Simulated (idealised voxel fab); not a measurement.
process module | voxel transistor to metal
cross-section cut | 285 nm wide | cells 5 nm
A cross-section is a grid of square cells, given in bands from the top down. A band is one or more rows of cells.
Each band's line starts with the height of the band's top and of its bottom, in nm. Then come its materials from left to right, each with its width in nm. One material with "throughout" fills the band from edge to edge. "air" is empty space.
Height 0 is the level under which the wafer as received is all one material. The lowest band goes on downwards, as in "0 down".
A width such as "30 to 40" changes by the same amount from each row of cells to the next, from the band's top row to its bottom row.
"no change" after a step means that no cell of the cross-section changed.
closed voids: empty space of 8 cells or more with no open way to the top, each as width x height at its distance from the left edge, in nm
after a step's settings: what the simulator itself notes on the step
overlay nm, on a step with a mask: how far to the right of its planned place the mask lay; to the left if negative
plan
1 op RECEIVE | material Si
2 op CONFORMAL_DEP | material SiO2 | thk nm 5
3 op CONFORMAL_DEP | material SiN | thk nm 10
4 op PATTERN | tone cover | mask id ACTIVE | material resist | width nm 105 | pitch nm 135 | thk nm 20 | overlay nm 0
5 op DIRECTIONAL_ETCH | etch materials SiN | depth nm 10
6 op DIRECTIONAL_ETCH | etch materials SiO2 | depth nm 5
7 op DIRECTIONAL_ETCH | etch materials Si | depth nm 35
8 op STRIP | etch materials resist
9 op OXIDIZE | depth nm 5
10 op FILL_DEP | material SiO2 | thk nm 10
11 op CMP | height nm 15
12 op SELECTIVE_ETCH | etch materials SiO2 | depth nm 10
13 op STRIP | etch materials SiN
14 op SELECTIVE_ETCH | etch materials SiO2 | depth nm 5
15 op OXIDIZE | depth nm 5
16 op DIRECTIONAL_DEP | material polySi | thk nm 25
17 op DIRECTIONAL_DEP | material SiCN | thk nm 15
18 op MASKED_ETCH | tone cover | mask id GATE | width nm 25 | pitch nm 135 | etch materials SiCN | depth nm 25 | overlay nm 0
19 op MASKED_ETCH | tone cover | mask id GATE | width nm 25 | pitch nm 135 | etch materials polySi | depth nm 35 | overlay nm 0
20 op CONFORMAL_DEP | material SiN | thk nm 5
21 op DIRECTIONAL_ETCH | etch materials SiN | depth nm 5
22 op DIRECTIONAL_ETCH | etch materials SiO2 | depth nm 5
23 op DIRECTIONAL_ETCH | etch materials Si | depth nm 10
24 op EPI | material nSi | thk nm 10
25 op FILL_DEP | material SiO2 | thk nm 5
26 op CMP | height nm 40
27 op DIRECTIONAL_DEP | material SiO2 | thk nm 15
28 op PATTERN | tone open | mask id CONTACT | material resist | width nm 15 | thk nm 20 | overlay nm 0
29 op DIRECTIONAL_ETCH | etch materials SiO2 | depth nm 60
30 op STRIP | etch materials resist
31 op CONFORMAL_DEP | material TiN | thk nm 5
32 op FILL_DEP | material W | thk nm 5
33 op CMP | height nm 55
34 op CONFORMAL_DEP | material SiCN | thk nm 5
35 op DIRECTIONAL_DEP | material lowk | thk nm 25
36 op PATTERN | tone open | mask id METAL_1 | material resist | width nm 15 | thk nm 15 | overlay nm 0
37 op DIRECTIONAL_ETCH | etch materials lowk | depth nm 25
38 op DIRECTIONAL_ETCH | etch materials SiCN | depth nm 5
39 op STRIP | etch materials resist
40 op CONFORMAL_DEP | material TiN | thk nm 5
41 op FILL_DEP | material Ru | thk nm 10
42 op CMP | height nm 85
43 op CONFORMAL_DEP | material SiCN | thk nm 5
as received, after step 1
  0 down: Si throughout
  closed voids: none
first wafer at the end, as planned
  90 to 85: SiCN throughout
  85 to 60: lowk 25 | TiN 5 | Ru 5 | TiN 5 | lowk 65 | TiN 5 | Ru 5 | TiN 5 | lowk 40 | TiN 5 | Ru 5 | TiN 5 | lowk 65 | TiN 5 | Ru 5 | TiN 5 | lowk 30
  60 to 55: SiCN 25 | TiN 15 | SiCN 65 | TiN 15 | SiCN 40 | TiN 15 | SiCN 65 | TiN 15 | SiCN 30
  55 to 40: SiO2 25 | TiN 5 | W 5 | TiN 5 | SiO2 65 | TiN 5 | W 5 | TiN 5 | SiO2 40 | TiN 5 | W 5 | TiN 5 | SiO2 65 | TiN 5 | W 5 | TiN 5 | SiO2 30
  40 to 25: SiO2 25 | TiN 5 | W 5 | TiN 5 | SiO2 15 | SiN 5 | SiCN 25 | SiN 5 | SiO2 15 | TiN 5 | W 5 | TiN 5 | SiO2 40 | TiN 5 | W 5 | TiN 5 | SiO2 15 | SiN 5 | SiCN 25 | SiN 5 | SiO2 15 | TiN 5 | W 5 | TiN 5 | SiO2 30
  25 to 5: SiO2 25 | TiN 5 | W 5 | TiN 5 | SiO2 15 | SiN 5 | polySi 25 | SiN 5 | SiO2 15 | TiN 5 | W 5 | TiN 5 | SiO2 40 | TiN 5 | W 5 | TiN 5 | SiO2 15 | SiN 5 | polySi 25 | SiN 5 | SiO2 15 | TiN 5 | W 5 | TiN 5 | SiO2 30
  5 to 0: SiO2 25 | TiN 5 | W 5 | TiN 5 | SiO2 5 | nSi 10 | SiN 5 | polySi 25 | SiN 5 | nSi 10 | SiO2 5 | TiN 5 | W 5 | TiN 5 | SiO2 40 | TiN 5 | W 5 | TiN 5 | SiO2 5 | nSi 10 | SiN 5 | polySi 25 | SiN 5 | nSi 10 | SiO2 5 | TiN 5 | W 5 | TiN 5 | SiO2 30
  0 to -5: SiO2 25 | TiN 15 | SiO2 5 | nSi 10 | SiO2 35 | nSi 10 | SiO2 5 | TiN 15 | SiO2 40 | TiN 15 | SiO2 5 | nSi 10 | SiO2 35 | nSi 10 | SiO2 5 | TiN 15 | SiO2 30
  -5 to -15: SiO2 25 | nSi 30 | Si 35 | nSi 30 | SiO2 40 | nSi 30 | Si 35 | nSi 30 | SiO2 30
  -15 to -40: SiO2 25 | Si 95 | SiO2 40 | Si 95 | SiO2 30
  -40 down: Si throughout
  closed voids: none
second wafer at the end: like start, like plan, one mistake
  90 to 85: SiCN throughout
  85 to 60: lowk 25 | TiN 5 | Ru 5 | TiN 5 | lowk 65 | TiN 5 | Ru 5 | TiN 5 | lowk 40 | TiN 5 | Ru 5 | TiN 5 | lowk 65 | TiN 5 | Ru 5 | TiN 5 | lowk 30
  60 to 55: SiCN 25 | TiN 15 | SiCN 65 | TiN 15 | SiCN 40 | TiN 15 | SiCN 65 | TiN 15 | SiCN 30
  55 to 40: SiO2 25 | TiN 5 | W 5 | TiN 5 | SiO2 65 | TiN 5 | W 5 | TiN 5 | SiO2 40 | TiN 5 | W 5 | TiN 5 | SiO2 65 | TiN 5 | W 5 | TiN 5 | SiO2 30
  40 to 25: SiO2 25 | TiN 5 | W 5 | TiN 5 | SiO2 20 | SiN 5 | SiCN 25 | SiN 5 | SiO2 10 | TiN 5 | W 5 | TiN 5 | SiO2 40 | TiN 5 | W 5 | TiN 5 | SiO2 20 | SiN 5 | SiCN 25 | SiN 5 | SiO2 10 | TiN 5 | W 5 | TiN 5 | SiO2 30
  25 to 5: SiO2 25 | TiN 5 | W 5 | TiN 5 | SiO2 15 | SiN 5 | polySi 30 | SiN 5 | SiO2 10 | TiN 5 | W 5 | TiN 5 | SiO2 40 | TiN 5 | W 5 | TiN 5 | SiO2 15 | SiN 5 | polySi 30 | SiN 5 | SiO2 10 | TiN 5 | W 5 | TiN 5 | SiO2 30
  5 to 0: SiO2 25 | TiN 5 | W 5 | TiN 5 | SiO2 5 | nSi 10 | SiN 5 | polySi 30 | SiN 5 | nSi 10 | TiN 5 | W 5 | TiN 5 | SiO2 40 | TiN 5 | W 5 | TiN 5 | SiO2 5 | nSi 10 | SiN 5 | polySi 30 | SiN 5 | nSi 10 | TiN 5 | W 5 | TiN 5 | SiO2 30
  0 to -5: SiO2 25 | TiN 15 | SiO2 5 | nSi 10 | SiO2 40 | nSi 10 | TiN 15 | SiO2 40 | TiN 15 | SiO2 5 | nSi 10 | SiO2 40 | nSi 10 | TiN 15 | SiO2 30
  -5 to -15: SiO2 25 | nSi 30 | Si 40 | nSi 25 | SiO2 40 | nSi 30 | Si 40 | nSi 25 | SiO2 30
  -15 to -40: SiO2 25 | Si 95 | SiO2 40 | Si 95 | SiO2 30
  -40 down: Si throughout
  closed voids: none
what went wrong: step 18 ran as: op MASKED_ETCH | tone cover | mask id GATE | width nm 25 | pitch nm 135 | etch materials SiCN | depth nm 25 | overlay nm 5
at the end the second wafer has, in cells: 4 more of Si | 10 fewer of SiO2 | 4 fewer of nSi | 10 more of polySi
